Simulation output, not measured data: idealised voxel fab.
process module | voxel air gaps
cross-section cut | 285 nm wide | cells 5 nm
A cross-section is a grid of square cells, given in bands from the top down. A band is one or more rows of cells.
Each band's line starts with the height of the band's top and of its bottom, in nm. Then come its materials from left to right, each with its width in nm. One material with "throughout" fills the band from edge to edge. "air" is empty space.
Height 0 is the level under which the wafer as received is all one material. The lowest band goes on downwards, as in "0 down".
A width such as "30 to 40" changes by the same amount from each row of cells to the next, from the band's top row to its bottom row.
"no change" after a step means that no cell of the cross-section changed.
closed voids: empty space of 8 cells or more with no open way to the top, each as width x height at its distance from the left edge, in nm
after a step's settings: what the simulator itself notes on the step
overlay nm, on a step with a mask: how far to the right of its planned place the mask lay; to the left if negative
plan
1 op RECEIVE | material Si
2 op CONFORMAL_DEP | material SiO2 | thk nm 15
3 op CONFORMAL_DEP | material SiN | thk nm 5
4 op DIRECTIONAL_DEP | material lowk | thk nm 30
5 op MASKED_ETCH | tone open | mask id LINES | width nm 20 | pitch nm 50 | etch materials lowk | depth nm 30 | overlay nm 0
6 op CONFORMAL_DEP | material TiN | thk nm 5
7 op FILL_DEP | material Cu | thk nm 10
8 op CMP | height nm 50
9 op EPI | material Ru | thk nm 10
10 op SELECTIVE_ETCH | etch materials lowk | depth nm 40
11 op CONFORMAL_DEP | material SiN | thk nm 5
as received, after step 1
  0 down: Si throughout
  closed voids: none
first wafer at the end, as planned
  65 to 60: air 40 | SiN 200 | air 45
  60 to 50: air 40 | SiN 5 | Ru 40 | SiN 10 | Ru 40 | SiN 10 | Ru 40 | SiN 10 | Ru 40 | SiN 5 | air 45
  50 to 45: air 40 | SiN 15 | TiN 5 | Cu 10 | TiN 5 | SiN 30 | TiN 5 | Cu 10 | TiN 5 | SiN 30 | TiN 5 | Cu 10 | TiN 5 | SiN 30 | TiN 5 | Cu 10 | TiN 5 | SiN 15 | air 45
  45 to 25: air 50 | SiN 5 | TiN 5 | Cu 10 | TiN 5 | SiN 5 | air 20 | SiN 5 | TiN 5 | Cu 10 | TiN 5 | SiN 5 | air 20 | SiN 5 | TiN 5 | Cu 10 | TiN 5 | SiN 5 | air 20 | SiN 5 | TiN 5 | Cu 10 | TiN 5 | SiN 5 | air 55
  25 to 20: SiN 55 | TiN 20 | SiN 30 | TiN 20 | SiN 30 | TiN 20 | SiN 30 | TiN 20 | SiN 60
  20 to 15: SiN throughout
  15 to 0: SiO2 throughout
  0 down: Si throughout
  closed voids: 20 x 20 at 80; 20 x 20 at 130; 20 x 20 at 180
second wafer at the end: like start, like plan, one mistake
  65 to 60: air 40 | SiN 200 | air 45
  60 to 50: air 40 | SiN 5 | Ru 40 | SiN 10 | Ru 40 | SiN 10 | Ru 40 | SiN 10 | Ru 40 | SiN 5 | air 45
  50 to 45: air 40 | SiN 15 | TiN 5 | Cu 10 | TiN 5 | SiN 30 | TiN 5 | Cu 10 | TiN 5 | SiN 30 | TiN 5 | Cu 10 | TiN 5 | SiN 30 | TiN 5 | Cu 10 | TiN 5 | SiN 15 | air 45
  45 to 25: air 50 | SiN 5 | TiN 5 | Cu 10 | TiN 5 | SiN 5 | air 20 | SiN 5 | TiN 5 | Cu 10 | TiN 5 | SiN 5 | air 20 | SiN 5 | TiN 5 | Cu 10 | TiN 5 | SiN 5 | air 20 | SiN 5 | TiN 5 | Cu 10 | TiN 5 | SiN 5 | air 55
  25 to 20: SiN 55 | TiN 20 | SiN 30 | TiN 20 | SiN 30 | TiN 20 | SiN 30 | TiN 20 | SiN 60
  20 to 15: Ru throughout
  15 to 0: SiO2 throughout
  0 down: Si throughout
  closed voids: 20 x 20 at 80; 20 x 20 at 130; 20 x 20 at 180
what went wrong: step 3 ran as: op CONFORMAL_DEP | material Ru | thk nm 5
at the end the second wafer has, in cells: 57 more of Ru | 57 fewer of SiN
